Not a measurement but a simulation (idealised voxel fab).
Process module, titled voxel transistor to metal
It is cross-section cut that appears here, measuring 210 nm in width, its square cells being 5 nm in size.
Think of the cross-section as a grid of square cells. We describe it in bands, top to bottom, and each band covers one or more rows of those cells.
Read a band's entry like this: the first values are the height of its top and the height of its bottom in nm, and what follows is the sequence of materials from left to right, each with its width in nm. Note that "empty" is empty space, and that a single material marked "all across" reaches across the band from edge to edge.
Height 0 is the level under which the wafer as received is all one material. The lowest band goes on downwards, as in "0 and below".
Read "30 to 40" as a graded width: first number on top, second number at the bottom, same change between each pair of neighbouring rows.
For the purposes of this document, the phrase "identical to before" attached to a step denotes that no cell within the cross-section was modified by that step.
Basically, "Entrapped void list" tells you about the enclosed voids: empty spaces with no open way to the top, 8 cells or bigger, each written width x height at distance, where distance is from the left edge, all in nm.
Note: text after step settings on the step line = simulator remark on that step.
A step's line can hold "overlay nm"; with a mask on that step, the setting says how far right of the planned place the mask lay, while a negative setting says it lay to the left.
## Steps planned for the process
1 op RECEIVE | material Si
2 op CONFORMAL_DEP | material SiO2 | thk nm 5
3 op CONFORMAL_DEP | material SiN | thk nm 10
4 op DIRECTIONAL_DEP | material aC | thk nm 15
5 op PATTERN | tone cover | mask id ACTIVE | material resist | width nm 105 | thk nm 30 | overlay nm 0
6 op DIRECTIONAL_ETCH | etch materials aC | depth nm 15
7 op STRIP | etch materials resist
8 op DIRECTIONAL_ETCH | etch materials SiN | depth nm 10
9 op DIRECTIONAL_ETCH | etch materials SiO2 | depth nm 5
10 op DIRECTIONAL_ETCH | etch materials Si | depth nm 35
11 op STRIP | etch materials aC
12 op OXIDIZE | depth nm 5
13 op FILL_DEP | material SiO2 | thk nm 5
14 op CMP | height nm 15
15 op SELECTIVE_ETCH | etch materials SiO2 | depth nm 10
16 op STRIP | etch materials SiN
17 op SELECTIVE_ETCH | etch materials SiO2 | depth nm 5
18 op OXIDIZE | depth nm 5
19 op DIRECTIONAL_DEP | material polySi | thk nm 30
20 op DIRECTIONAL_DEP | material SiCN | thk nm 15
21 op PATTERN | tone cover | mask id GATE | material resist | width nm 25 | thk nm 20 | overlay nm 0
22 op DIRECTIONAL_ETCH | etch materials SiCN | depth nm 25
23 op DIRECTIONAL_ETCH | etch materials polySi | depth nm 40
24 op STRIP | etch materials resist
25 op CONFORMAL_DEP | material SiN | thk nm 5
26 op DIRECTIONAL_ETCH | etch materials SiN | depth nm 5
27 op DIRECTIONAL_ETCH | etch materials SiO2 | depth nm 5
28 op EPI | material pSi | thk nm 5
29 op FILL_DEP | material SiO2 | thk nm 5
30 op CMP | height nm 30
31 op STRIP | etch materials polySi
32 op SELECTIVE_ETCH | etch materials SiO2 | depth nm 5
33 op CONFORMAL_DEP | material HfO2 | thk nm 5
34 op CONFORMAL_DEP | material TiN | thk nm 5
35 op FILL_DEP | material W | thk nm 10
36 op CMP | height nm 25
37 op DIRECTIONAL_DEP | material SiO2 | thk nm 15
38 op MASKED_ETCH | tone open | mask id CONTACT | width nm 15 | pitch nm 70 | etch materials SiO2 | depth nm 40 | overlay nm 0
39 op CONFORMAL_DEP | material TiN | thk nm 5
40 op FILL_DEP | material W | thk nm 10
41 op CMP | height nm 40
42 op DIRECTIONAL_DEP | material TiN | thk nm 5
43 op DIRECTIONAL_DEP | material Ru | thk nm 20
44 op MASKED_ETCH | tone cover | mask id METAL_1 | width nm 15 | pitch nm 70 | etch materials Ru | depth nm 20 | overlay nm 0
45 op MASKED_ETCH | tone cover | mask id METAL_1 | width nm 15 | pitch nm 70 | etch materials TiN | depth nm 5 | overlay nm 0
46 op FILL_DEP | material lowk | thk nm 5
47 op CMP | height nm 65
48 op CONFORMAL_DEP | material SiCN | thk nm 5
## What follows covers the first of two wafers; it ran as planned
## Wafer as received: cross-section following step 1
- 0 and below: Si all across
- Entrapped void list: none
## State of the wafer after step 2, shown in cross-section
- 5 down to 0: SiO2 all across
- Note: structure below 0 unchanged.
## State of the wafer after step 3, shown in cross-section
- 15 down to 5: SiN all across
- Note: structure below 5 unchanged.
## State of the wafer after step 4, shown in cross-section
- 30 down to 15: aC all across
- Note: structure below 15 unchanged.
## State of the wafer after step 5, shown in cross-section
- 60 down to 30: empty (50), then resist (105), then empty (55)
- Note: structure below 30 unchanged.
## State of the wafer after step 6, shown in cross-section
- 45 down to 30: empty (50), then resist (105), then empty (55)
- 30 down to 15: empty (50), then aC (105), then empty (55)
- Note: structure below 15 unchanged.
## State of the wafer after step 7, shown in cross-section
- 30 down to 15: empty (50), then aC (105), then empty (55)
- Note: structure below 15 unchanged.
## State of the wafer after step 8, shown in cross-section
- 30 down to 15: empty (50), then aC (105), then empty (55)
- 15 down to 5: empty (50), then SiN (105), then empty (55)
- Note: structure below 5 unchanged.
## State of the wafer after step 9, shown in cross-section
- 30 down to 15: empty (50), then aC (105), then empty (55)
- 15 down to 5: empty (50), then SiN (105), then empty (55)
- 5 down to 0: empty (50), then SiO2 (105), then empty (55)
- Note: structure below 0 unchanged.
## State of the wafer after step 10, shown in cross-section
- 30 down to 15: empty (50), then aC (105), then empty (55)
- 15 down to 5: empty (50), then SiN (105), then empty (55)
- 5 down to 0: empty (50), then SiO2 (105), then empty (55)
- 0 down to -35: empty (50), then Si (105), then empty (55)
- Note: structure below -35 unchanged.
## State of the wafer after step 11, shown in cross-section
- 15 down to 5: empty (50), then SiN (105), then empty (55)
- Note: structure below 5 unchanged.
## State of the wafer after step 12, shown in cross-section
- 15 down to 5: empty (50), then SiN (105), then empty (55)
- 5 down to 0: empty (50), then SiO2 (105), then empty (55)
- 0 down to -35: empty (50), then SiO2 (5), then Si (95), then SiO2 (5), then empty (55)
- -35 down to -40: SiO2 (55), then Si (95), then SiO2 (60)
- Note: structure below -40 unchanged.
## State of the wafer after step 13, shown in cross-section
- 20 down to 15: SiO2 all across
- 15 down to 5: SiO2 (50), then SiN (105), then SiO2 (55)
- 5 down to 0: SiO2 all across
- 0 down to -40: SiO2 (55), then Si (95), then SiO2 (60)
- Note: structure below -40 unchanged.
## State of the wafer after step 14, shown in cross-section
- 15 down to 5: SiO2 (50), then SiN (105), then SiO2 (55)
- Note: structure below 5 unchanged.
## State of the wafer after step 15, shown in cross-section
- 15 down to 5: empty (50), then SiN (105), then empty (55)
- Note: structure below 5 unchanged.
## State of the wafer after step 16, shown in cross-section
- 5 down to 0: SiO2 all across
- Note: structure below 0 unchanged.
## State of the wafer after step 17, shown in cross-section
- 0 down to -40: SiO2 (55), then Si (95), then SiO2 (60)
- Note: structure below -40 unchanged.
## State of the wafer after step 18, shown in cross-section
- 0 down to -5: SiO2 all across
- Note: structure below -5 unchanged.
## State of the wafer after step 19, shown in cross-section
- 30 down to 0: polySi all across
- Note: structure below 0 unchanged.
## State of the wafer after step 20, shown in cross-section
- 45 down to 30: SiCN all across
- Note: structure below 30 unchanged.
## State of the wafer after step 21, shown in cross-section
- 65 down to 45: empty (90), then resist (25), then empty (95)
- Note: structure below 45 unchanged.
## State of the wafer after step 22, shown in cross-section
- 65 down to 45: empty (90), then resist (25), then empty (95)
- 45 down to 30: empty (90), then SiCN (25), then empty (95)
- Note: structure below 30 unchanged.
## State of the wafer after step 23, shown in cross-section
- 65 down to 45: empty (90), then resist (25), then empty (95)
- 45 down to 30: empty (90), then SiCN (25), then empty (95)
- 30 down to 0: empty (90), then polySi (25), then empty (95)
- Note: structure below 0 unchanged.
## State of the wafer after step 24, shown in cross-section
- 45 down to 30: empty (90), then SiCN (25), then empty (95)
- Note: structure below 30 unchanged.
## State of the wafer after step 25, shown in cross-section
- 50 down to 45: empty (85), then SiN (35), then empty (90)
- 45 down to 30: empty (85), then SiN (5), then SiCN (25), then SiN (5), then empty (90)
- 30 down to 5: empty (85), then SiN (5), then polySi (25), then SiN (5), then empty (90)
- 5 down to 0: SiN (90), then polySi (25), then SiN (95)
- Note: structure below 0 unchanged.
## State of the wafer after step 26, shown in cross-section
- 45 down to 30: empty (85), then SiN (5), then SiCN (25), then SiN (5), then empty (90)
- 30 down to 0: empty (85), then SiN (5), then polySi (25), then SiN (5), then empty (90)
- Note: structure below 0 unchanged.
## State of the wafer after step 27, shown in cross-section
- 45 down to 30: empty (85), then SiN (5), then SiCN (25), then SiN (5), then empty (90)
- 30 down to 0: empty (85), then SiN (5), then polySi (25), then SiN (5), then empty (90)
- 0 down to -5: empty (85), then SiO2 (35), then empty (90)
- Note: structure below -5 unchanged.
## State of the wafer after step 28, shown in cross-section
- 45 down to 30: empty (85), then SiN (5), then SiCN (25), then SiN (5), then empty (90)
- 30 down to 0: empty (85), then SiN (5), then polySi (25), then SiN (5), then empty (90)
- 0 down to -5: empty (50), then pSi (35), then SiO2 (35), then pSi (35), then empty (55)
- Note: structure below -5 unchanged.
## State of the wafer after step 29, shown in cross-section
- 50 down to 45: SiO2 all across
- 45 down to 30: SiO2 (85), then SiN (5), then SiCN (25), then SiN (5), then SiO2 (90)
- 30 down to 0: SiO2 (85), then SiN (5), then polySi (25), then SiN (5), then SiO2 (90)
- 0 down to -5: SiO2 (50), then pSi (35), then SiO2 (35), then pSi (35), then SiO2 (55)
- Note: structure below -5 unchanged.
## State of the wafer after step 30, shown in cross-section
- 30 down to 0: SiO2 (85), then SiN (5), then polySi (25), then SiN (5), then SiO2 (90)
- Note: structure below 0 unchanged.
## State of the wafer after step 31, shown in cross-section
- 30 down to 0: SiO2 (85), then SiN (5), then empty (25), then SiN (5), then SiO2 (90)
- Note: structure below 0 unchanged.
## State of the wafer after step 32, shown in cross-section
- 30 down to 25: empty (85), then SiN (5), then empty (25), then SiN (5), then empty (90)
- 25 down to 0: SiO2 (85), then SiN (5), then empty (25), then SiN (5), then SiO2 (90)
- 0 down to -5: SiO2 (50), then pSi (35), then empty (35), then pSi (35), then SiO2 (55)
- Note: structure below -5 unchanged.
## State of the wafer after step 33, shown in cross-section
- 35 down to 30: empty (80), then HfO2 (15), then empty (15), then HfO2 (15), then empty (85)
- 30 down to 25: HfO2 (85), then SiN (5), then HfO2 (5), then empty (15), then HfO2 (5), then SiN (5), then HfO2 (90)
- 25 down to 0: SiO2 (85), then SiN (5), then HfO2 (5), then empty (15), then HfO2 (5), then SiN (5), then SiO2 (90)
- 0 down to -5: SiO2 (50), then pSi (35), then HfO2 (35), then pSi (35), then SiO2 (55)
- Note: structure below -5 unchanged.
## State of the wafer after step 34, shown in cross-section
- 40 down to 35: empty (75), then TiN (25), then empty (5), then TiN (25), then empty (80)
- 35 down to 30: TiN (80), then HfO2 (15), then TiN (5), then empty (5), then TiN (5), then HfO2 (15), then TiN (85)
- 30 down to 25: HfO2 (85), then SiN (5), then HfO2 (5), then TiN (5), then empty (5), then TiN (5), then HfO2 (5), then SiN (5), then HfO2 (90)
- 25 down to 5: SiO2 (85), then SiN (5), then HfO2 (5), then TiN (5), then empty (5), then TiN (5), then HfO2 (5), then SiN (5), then SiO2 (90)
- 5 down to 0: SiO2 (85), then SiN (5), then HfO2 (5), then TiN (15), then HfO2 (5), then SiN (5), then SiO2 (90)
- Note: structure below 0 unchanged.
## State of the wafer after step 35, shown in cross-section
- 50 down to 40: W all across
- 40 down to 35: W (75), then TiN (25), then W (5), then TiN (25), then W (80)
- 35 down to 30: TiN (80), then HfO2 (15), then TiN (5), then W (5), then TiN (5), then HfO2 (15), then TiN (85)
- 30 down to 25: HfO2 (85), then SiN (5), then HfO2 (5), then TiN (5), then W (5), then TiN (5), then HfO2 (5), then SiN (5), then HfO2 (90)
- 25 down to 5: SiO2 (85), then SiN (5), then HfO2 (5), then TiN (5), then W (5), then TiN (5), then HfO2 (5), then SiN (5), then SiO2 (90)
- Note: structure below 5 unchanged.
## State of the wafer after step 36, shown in cross-section
- 25 down to 5: SiO2 (85), then SiN (5), then HfO2 (5), then TiN (5), then W (5), then TiN (5), then HfO2 (5), then SiN (5), then SiO2 (90)
- Note: structure below 5 unchanged.
## State of the wafer after step 37, shown in cross-section
- 40 down to 25: SiO2 all across
- Note: structure below 25 unchanged.
## State of the wafer after step 38, shown in cross-section
- 40 down to 25: SiO2 (60), then empty (15), then SiO2 (55), then empty (15), then SiO2 (65)
- 25 down to 5: SiO2 (60), then empty (15), then SiO2 (10), then SiN (5), then HfO2 (5), then TiN (5), then W (5), then TiN (5), then HfO2 (5), then SiN (5), then SiO2 (10), then empty (15), then SiO2 (65)
- 5 down to 0: SiO2 (60), then empty (15), then SiO2 (10), then SiN (5), then HfO2 (5), then TiN (15), then HfO2 (5), then SiN (5), then SiO2 (10), then empty (15), then SiO2 (65)
- Note: structure below 0 unchanged.
## State of the wafer after step 39, shown in cross-section
- 45 down to 40: TiN (65), then empty (5), then TiN (65), then empty (5), then TiN (70)
- 40 down to 25: SiO2 (60), then TiN (5), then empty (5), then TiN (5), then SiO2 (55), then TiN (5), then empty (5), then TiN (5), then SiO2 (65)
- 25 down to 5: SiO2 (60), then TiN (5), then empty (5), then TiN (5), then SiO2 (10), then SiN (5), then HfO2 (5), then TiN (5), then W (5), then TiN (5), then HfO2 (5), then SiN (5), then SiO2 (10), then TiN (5), then empty (5), then TiN (5), then SiO2 (65)
- 5 down to 0: SiO2 (60), then TiN (15), then SiO2 (10), then SiN (5), then HfO2 (5), then TiN (15), then HfO2 (5), then SiN (5), then SiO2 (10), then TiN (15), then SiO2 (65)
- Note: structure below 0 unchanged.
## State of the wafer after step 40, shown in cross-section
- 55 down to 45: W all across
- 45 down to 40: TiN (65), then W (5), then TiN (65), then W (5), then TiN (70)
- 40 down to 25: SiO2 (60), then TiN (5), then W (5), then TiN (5), then SiO2 (55), then TiN (5), then W (5), then TiN (5), then SiO2 (65)
- 25 down to 5: SiO2 (60), then TiN (5), then W (5), then TiN (5), then SiO2 (10), then SiN (5), then HfO2 (5), then TiN (5), then W (5), then TiN (5), then HfO2 (5), then SiN (5), then SiO2 (10), then TiN (5), then W (5), then TiN (5), then SiO2 (65)
- Note: structure below 5 unchanged.
## State of the wafer after step 41, shown in cross-section
- 40 down to 25: SiO2 (60), then TiN (5), then W (5), then TiN (5), then SiO2 (55), then TiN (5), then W (5), then TiN (5), then SiO2 (65)
- Note: structure below 25 unchanged.
## State of the wafer after step 42, shown in cross-section
- 45 down to 40: TiN all across
- Note: structure below 40 unchanged.
## State of the wafer after step 43, shown in cross-section
- 65 down to 45: Ru all across
- Note: structure below 45 unchanged.
## State of the wafer after step 44, shown in cross-section
- 65 down to 45: empty (60), then Ru (15), then empty (55), then Ru (15), then empty (65)
- Note: structure below 45 unchanged.
## State of the wafer after step 45, shown in cross-section
- 65 down to 45: empty (60), then Ru (15), then empty (55), then Ru (15), then empty (65)
- 45 down to 40: empty (60), then TiN (15), then empty (55), then TiN (15), then empty (65)
- Note: structure below 40 unchanged.
## State of the wafer after step 46, shown in cross-section
- 70 down to 65: lowk all across
- 65 down to 45: lowk (60), then Ru (15), then lowk (55), then Ru (15), then lowk (65)
- 45 down to 40: lowk (60), then TiN (15), then lowk (55), then TiN (15), then lowk (65)
- Note: structure below 40 unchanged.
## State of the wafer after step 47, shown in cross-section
- 65 down to 45: lowk (60), then Ru (15), then lowk (55), then Ru (15), then lowk (65)
- Note: structure below 45 unchanged.
## State of the wafer after step 48, shown in cross-section
- 70 down to 65: SiCN all across
- Note: structure below 65 unchanged.
## The second wafer: identical to the first at the outset and in its planned sequence, differing only in that one mistake was made during processing; up to and including step 32, its path is the first wafer's path
The second wafer cut through, at the time step 33 was supposed to be finished: identical to before
## The second wafer cut through, at the time step 34 was supposed to be finished
- 35 down to 30: empty (80), then TiN (15), then empty (15), then TiN (15), then empty (85)
- 30 down to 25: TiN (85), then SiN (5), then TiN (5), then empty (15), then TiN (5), then SiN (5), then TiN (90)
- 25 down to 0: SiO2 (85), then SiN (5), then TiN (5), then empty (15), then TiN (5), then SiN (5), then SiO2 (90)
- 0 down to -5: SiO2 (50), then pSi (35), then TiN (35), then pSi (35), then SiO2 (55)
- Note: structure below -5 unchanged.
## The second wafer cut through, at the time step 35 was supposed to be finished
- 45 down to 35: W all across
- 35 down to 30: W (80), then TiN (15), then W (15), then TiN (15), then W (85)
- 30 down to 25: TiN (85), then SiN (5), then TiN (5), then W (15), then TiN (5), then SiN (5), then TiN (90)
- 25 down to 0: SiO2 (85), then SiN (5), then TiN (5), then W (15), then TiN (5), then SiN (5), then SiO2 (90)
- Note: structure below 0 unchanged.
## The second wafer cut through, at the time step 36 was supposed to be finished
- 25 down to 0: SiO2 (85), then SiN (5), then TiN (5), then W (15), then TiN (5), then SiN (5), then SiO2 (90)
- Note: structure below 0 unchanged.
## The second wafer cut through, at the time step 37 was supposed to be finished
- 40 down to 25: SiO2 all across
- Note: structure below 25 unchanged.
## The second wafer cut through, at the time step 38 was supposed to be finished
- 40 down to 25: SiO2 (60), then empty (15), then SiO2 (55), then empty (15), then SiO2 (65)
- 25 down to 0: SiO2 (60), then empty (15), then SiO2 (10), then SiN (5), then TiN (5), then W (15), then TiN (5), then SiN (5), then SiO2 (10), then empty (15), then SiO2 (65)
- Note: structure below 0 unchanged.
## The second wafer cut through, at the time step 39 was supposed to be finished
- 45 down to 40: TiN (65), then empty (5), then TiN (65), then empty (5), then TiN (70)
- 40 down to 25: SiO2 (60), then TiN (5), then empty (5), then TiN (5), then SiO2 (55), then TiN (5), then empty (5), then TiN (5), then SiO2 (65)
- 25 down to 5: SiO2 (60), then TiN (5), then empty (5), then TiN (5), then SiO2 (10), then SiN (5), then TiN (5), then W (15), then TiN (5), then SiN (5), then SiO2 (10), then TiN (5), then empty (5), then TiN (5), then SiO2 (65)
- 5 down to 0: SiO2 (60), then TiN (15), then SiO2 (10), then SiN (5), then TiN (5), then W (15), then TiN (5), then SiN (5), then SiO2 (10), then TiN (15), then SiO2 (65)
- Note: structure below 0 unchanged.
## The second wafer cut through, at the time step 40 was supposed to be finished
- 55 down to 45: W all across
- 45 down to 40: TiN (65), then W (5), then TiN (65), then W (5), then TiN (70)
- 40 down to 25: SiO2 (60), then TiN (5), then W (5), then TiN (5), then SiO2 (55), then TiN (5), then W (5), then TiN (5), then SiO2 (65)
- 25 down to 5: SiO2 (60), then TiN (5), then W (5), then TiN (5), then SiO2 (10), then SiN (5), then TiN (5), then W (15), then TiN (5), then SiN (5), then SiO2 (10), then TiN (5), then W (5), then TiN (5), then SiO2 (65)
- Note: structure below 5 unchanged.
## The second wafer cut through, at the time step 41 was supposed to be finished
- 40 down to 25: SiO2 (60), then TiN (5), then W (5), then TiN (5), then SiO2 (55), then TiN (5), then W (5), then TiN (5), then SiO2 (65)
- Note: structure below 25 unchanged.
## The second wafer cut through, at the time step 42 was supposed to be finished
- 45 down to 40: TiN all across
- Note: structure below 40 unchanged.
## The second wafer cut through, at the time step 43 was supposed to be finished
- 65 down to 45: Ru all across
- Note: structure below 45 unchanged.
## The second wafer cut through, at the time step 44 was supposed to be finished
- 65 down to 45: empty (60), then Ru (15), then empty (55), then Ru (15), then empty (65)
- Note: structure below 45 unchanged.
## The second wafer cut through, at the time step 45 was supposed to be finished
- 65 down to 45: empty (60), then Ru (15), then empty (55), then Ru (15), then empty (65)
- 45 down to 40: empty (60), then TiN (15), then empty (55), then TiN (15), then empty (65)
- Note: structure below 40 unchanged.
## The second wafer cut through, at the time step 46 was supposed to be finished
- 70 down to 65: lowk all across
- 65 down to 45: lowk (60), then Ru (15), then lowk (55), then Ru (15), then lowk (65)
- 45 down to 40: lowk (60), then TiN (15), then lowk (55), then TiN (15), then lowk (65)
- Note: structure below 40 unchanged.
## The second wafer cut through, at the time step 47 was supposed to be finished
- 65 down to 45: lowk (60), then Ru (15), then lowk (55), then Ru (15), then lowk (65)
- Note: structure below 45 unchanged.
## The second wafer cut through, at the time step 48 was supposed to be finished
- 70 down to 65: SiCN all across
- Note: structure below 65 unchanged.
What broke from the plan during processing? the run left out plan step 33 entirely, so it was never executed
Final difference in cells, second wafer against first, listed per material as more or fewer: HfO2 -17, TiN +6, W +11
